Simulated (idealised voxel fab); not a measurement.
This section sets out a process module, namely voxel transistor to metal.
280 nm wide, 5 nm square cells: that's cross-section cut.
Bands, listed from the top down, are how a cross-section gets written in this document; the cross-section itself is a grid of square cells, and a band is one or more rows of them. Each band's line starts with the height of the band's top and of its bottom, in nm. Then come its materials from left to right, each with its width in nm. One material with "all across" fills the band from edge to edge. "empty" is empty space. Height reference: 0 = level under which incoming wafer is all one material. Lowest band: no bottom, runs on downward, e.g. "0 and below". The notation "30 to 40" denotes a width that varies across the rows of cells in the band, beginning at the first number in the top row, finishing at the second number in the bottom row, and changing by an identical amount from each row to the next. A step reported as "changes: none" is a step in which no cell of the cross-section changed. Empty spaces counting at least 8 cells and having no open way to the top are listed in "Closed void inventory". The notation width x height at distance is used for each, the distance being from the left edge and all three values in nm. Where a step's line continues beyond its settings, the continuation is a remark by the simulator itself on that step. overlay nm: for a step with a mask, the amount by which the mask lay right of where it was planned; a negative amount means left of it.
These are the steps we planned for the process:
1) RECEIVE | material Si
2) OXIDIZE | depth nm 5
3) CONFORMAL_DEP | material SiN | thk nm 10
4) MASKED_ETCH | tone cover | mask id ACTIVE | width nm 110 | pitch nm 135 | etch materials SiN | depth nm 10 | overlay nm 0
5) MASKED_ETCH | tone cover | mask id ACTIVE | width nm 110 | pitch nm 135 | etch materials SiO2 | depth nm 5 | overlay nm 0
6) MASKED_ETCH | tone cover | mask id ACTIVE | width nm 110 | pitch nm 135 | etch materials Si | depth nm 35 | overlay nm 0
7) FILL_DEP | material SiO2 | thk nm 10
8) CMP | height nm 10
9) SELECTIVE_ETCH | etch materials SiO2 | depth nm 10
10) STRIP | etch materials SiN
11) SELECTIVE_ETCH | etch materials SiO2 | depth nm 5
12) OXIDIZE | depth nm 5
13) DIRECTIONAL_DEP | material polySi | thk nm 20
14) DIRECTIONAL_DEP | material SiCN | thk nm 10
15) PATTERN | tone cover | mask id GATE | material resist | width nm 30 | pitch nm 135 | thk nm 15 | overlay nm 0
16) DIRECTIONAL_ETCH | etch materials SiCN | depth nm 20
17) DIRECTIONAL_ETCH | etch materials polySi | depth nm 30
18) STRIP | etch materials resist
19) CONFORMAL_DEP | material SiN | thk nm 5
20) DIRECTIONAL_ETCH | etch materials SiN | depth nm 5
21) DIRECTIONAL_ETCH | etch materials SiO2 | depth nm 5
22) DIRECTIONAL_ETCH | etch materials Si | depth nm 15
23) EPI | material SiGe | thk nm 15
24) FILL_DEP | material SiO2 | thk nm 10
25) CMP | height nm 15
26) STRIP | etch materials polySi
27) SELECTIVE_ETCH | etch materials SiO2 | depth nm 5
28) CONFORMAL_DEP | material HfO2 | thk nm 5
29) CONFORMAL_DEP | material TiN | thk nm 5
30) FILL_DEP | material W | thk nm 5
31) CMP | height nm 10
32) DIRECTIONAL_DEP | material SiO2 | thk nm 10
33) MASKED_ETCH | tone open | mask id CONTACT | width nm 20 | etch materials SiO2 | depth nm 30 | overlay nm 0
34) CONFORMAL_DEP | material TiN | thk nm 5
35) FILL_DEP | material W | thk nm 5
36) CMP | height nm 20
37) DIRECTIONAL_DEP | material TiN | thk nm 5
38) DIRECTIONAL_DEP | material W | thk nm 20
39) PATTERN | tone cover | mask id METAL_1 | material resist | width nm 20 | thk nm 20 | overlay nm 0
40) DIRECTIONAL_ETCH | etch materials W | depth nm 20
41) DIRECTIONAL_ETCH | etch materials TiN | depth nm 5
42) STRIP | etch materials resist
43) CONFORMAL_DEP | material SiCN | thk nm 5
44) FILL_DEP | material SiO2 | thk nm 5
45) CMP | height nm 45
46) CONFORMAL_DEP | material SiN | thk nm 5
Cross-section of the wafer at receipt, which is the condition after step 1:
> 0 and below: Si all across
> Closed void inventory: none
First of two wafers, end-of-module section, run followed plan:
> 50 down to 45: SiN all across
> 45 down to 25: 15 nm SiO2; 5 nm SiCN; 20 nm W; 5 nm SiCN; 50 nm SiO2; 5 nm SiCN; 20 nm W; 5 nm SiCN; 25 nm SiO2; 5 nm SiCN; 20 nm W; 5 nm SiCN; 50 nm SiO2; 5 nm SiCN; 20 nm W; 5 nm SiCN; 20 nm SiO2
> 25 down to 20: 20 nm SiCN; 20 nm TiN; 60 nm SiCN; 20 nm TiN; 35 nm SiCN; 20 nm TiN; 60 nm SiCN; 20 nm TiN; 25 nm SiCN
> 20 down to 10: 20 nm SiO2; 5 nm TiN; 10 nm W; 5 nm TiN; 60 nm SiO2; 5 nm TiN; 10 nm W; 5 nm TiN; 35 nm SiO2; 5 nm TiN; 10 nm W; 5 nm TiN; 60 nm SiO2; 5 nm TiN; 10 nm W; 5 nm TiN; 25 nm SiO2
> 10 down to 5: 20 nm SiO2; 5 nm TiN; 5 nm W; 10 nm TiN; 10 nm SiO2; 5 nm SiN; 5 nm HfO2; 5 nm TiN; 10 nm W; 5 nm TiN; 5 nm HfO2; 5 nm SiN; 10 nm SiO2; 10 nm TiN; 5 nm W; 5 nm TiN; 35 nm SiO2; 5 nm TiN; 5 nm W; 10 nm TiN; 10 nm SiO2; 5 nm SiN; 5 nm HfO2; 5 nm TiN; 10 nm W; 5 nm TiN; 5 nm HfO2; 5 nm SiN; 10 nm SiO2; 10 nm TiN; 5 nm W; 5 nm TiN; 25 nm SiO2
> 5 down to 0: 20 nm SiO2; 5 nm TiN; 5 nm W; 5 nm TiN; 15 nm SiGe; 5 nm SiN; 5 nm HfO2; 5 nm TiN; 10 nm W; 5 nm TiN; 5 nm HfO2; 5 nm SiN; 15 nm SiGe; 5 nm TiN; 5 nm W; 5 nm TiN; 35 nm SiO2; 5 nm TiN; 5 nm W; 5 nm TiN; 15 nm SiGe; 5 nm SiN; 5 nm HfO2; 5 nm TiN; 10 nm W; 5 nm TiN; 5 nm HfO2; 5 nm SiN; 15 nm SiGe; 5 nm TiN; 5 nm W; 5 nm TiN; 25 nm SiO2
> 0 down to -5: 20 nm SiO2; 5 nm TiN; 5 nm W; 5 nm TiN; 15 nm SiGe; 5 nm SiN; 5 nm HfO2; 20 nm TiN; 5 nm HfO2; 5 nm SiN; 15 nm SiGe; 5 nm TiN; 5 nm W; 5 nm TiN; 35 nm SiO2; 5 nm TiN; 5 nm W; 5 nm TiN; 15 nm SiGe; 5 nm SiN; 5 nm HfO2; 20 nm TiN; 5 nm HfO2; 5 nm SiN; 15 nm SiGe; 5 nm TiN; 5 nm W; 5 nm TiN; 25 nm SiO2
> -5 down to -10: 20 nm SiO2; 15 nm TiN; 15 nm SiGe; 40 nm HfO2; 15 nm SiGe; 15 nm TiN; 35 nm SiO2; 15 nm TiN; 15 nm SiGe; 40 nm HfO2; 15 nm SiGe; 15 nm TiN; 25 nm SiO2
> -10 down to -25: 15 nm SiO2; 35 nm SiGe; 40 nm Si; 35 nm SiGe; 25 nm SiO2; 35 nm SiGe; 40 nm Si; 35 nm SiGe; 20 nm SiO2
> -25 down to -40: 15 nm SiO2; 110 nm Si; 25 nm SiO2; 110 nm Si; 20 nm SiO2
> -40 and below: Si all across
> Closed void inventory: none
Same start, same plan as the first wafer - but one mistake in the run. Cross-section of the second of the two at the end of the module:
> 50 down to 45: SiN all across
> 45 down to 25: 15 nm SiO2; 5 nm SiCN; 20 nm W; 5 nm SiCN; 50 nm SiO2; 5 nm SiCN; 20 nm W; 5 nm SiCN; 25 nm SiO2; 5 nm SiCN; 20 nm W; 5 nm SiCN; 50 nm SiO2; 5 nm SiCN; 20 nm W; 5 nm SiCN; 20 nm SiO2
> 25 down to 20: 20 nm SiCN; 20 nm TiN; 60 nm SiCN; 20 nm TiN; 35 nm SiCN; 20 nm TiN; 60 nm SiCN; 20 nm TiN; 25 nm SiCN
> 20 down to 10: 20 nm SiO2; 5 nm TiN; 10 nm W; 5 nm TiN; 60 nm SiO2; 5 nm TiN; 10 nm W; 5 nm TiN; 35 nm SiO2; 5 nm TiN; 10 nm W; 5 nm TiN; 60 nm SiO2; 5 nm TiN; 10 nm W; 5 nm TiN; 25 nm SiO2
> 10 down to 5: 20 nm SiO2; 5 nm TiN; 5 nm W; 10 nm TiN; 10 nm SiO2; 5 nm SiN; 5 nm HfO2; 5 nm TiN; 10 nm W; 5 nm TiN; 5 nm HfO2; 5 nm SiN; 10 nm SiO2; 10 nm TiN; 5 nm W; 5 nm TiN; 35 nm SiO2; 5 nm TiN; 5 nm W; 10 nm TiN; 10 nm SiO2; 5 nm SiN; 5 nm HfO2; 5 nm TiN; 10 nm W; 5 nm TiN; 5 nm HfO2; 5 nm SiN; 10 nm SiO2; 10 nm TiN; 5 nm W; 5 nm TiN; 25 nm SiO2
> 5 down to 0: 20 nm SiO2; 5 nm TiN; 5 nm W; 5 nm TiN; 15 nm SiGe; 5 nm SiN; 5 nm HfO2; 5 nm TiN; 10 nm W; 5 nm TiN; 5 nm HfO2; 5 nm SiN; 15 nm SiGe; 5 nm TiN; 5 nm W; 5 nm TiN; 35 nm SiO2; 5 nm TiN; 5 nm W; 5 nm TiN; 15 nm SiGe; 5 nm SiN; 5 nm HfO2; 5 nm TiN; 10 nm W; 5 nm TiN; 5 nm HfO2; 5 nm SiN; 15 nm SiGe; 5 nm TiN; 5 nm W; 5 nm TiN; 25 nm SiO2
> 0 down to -5: 20 nm SiO2; 5 nm TiN; 5 nm W; 5 nm TiN; 15 nm SiGe; 5 nm SiN; 5 nm HfO2; 20 nm TiN; 5 nm HfO2; 5 nm SiN; 15 nm SiGe; 5 nm TiN; 5 nm W; 5 nm TiN; 35 nm SiO2; 5 nm TiN; 5 nm W; 5 nm TiN; 15 nm SiGe; 5 nm SiN; 5 nm HfO2; 20 nm TiN; 5 nm HfO2; 5 nm SiN; 15 nm SiGe; 5 nm TiN; 5 nm W; 5 nm TiN; 25 nm SiO2
> -5 down to -10: 20 nm SiO2; 15 nm TiN; 15 nm SiGe; 40 nm HfO2; 15 nm SiGe; 15 nm TiN; 35 nm SiO2; 15 nm TiN; 15 nm SiGe; 40 nm HfO2; 15 nm SiGe; 15 nm TiN; 25 nm SiO2
> -10 down to -15: 35 nm SiO2; 15 nm SiGe; 40 nm Si; 15 nm SiGe; 65 nm SiO2; 15 nm SiGe; 40 nm Si; 15 nm SiGe; 40 nm SiO2
> -15 down to -30: 15 nm SiO2; 35 nm SiGe; 40 nm Si; 35 nm SiGe; 25 nm SiO2; 35 nm SiGe; 40 nm Si; 35 nm SiGe; 20 nm SiO2
> -30 down to -40: 15 nm SiO2; 110 nm Si; 25 nm SiO2; 110 nm Si; 20 nm SiO2
> -40 and below: Si all across
> Closed void inventory: none
Misprocessing identified: step 22 did not use the planned setting and instead ran as DIRECTIONAL_ETCH | etch materials Si | depth nm 20
Final difference in cells, second wafer against first, listed per material as more or fewer: Si -28 | SiGe +12 | SiO2 +16
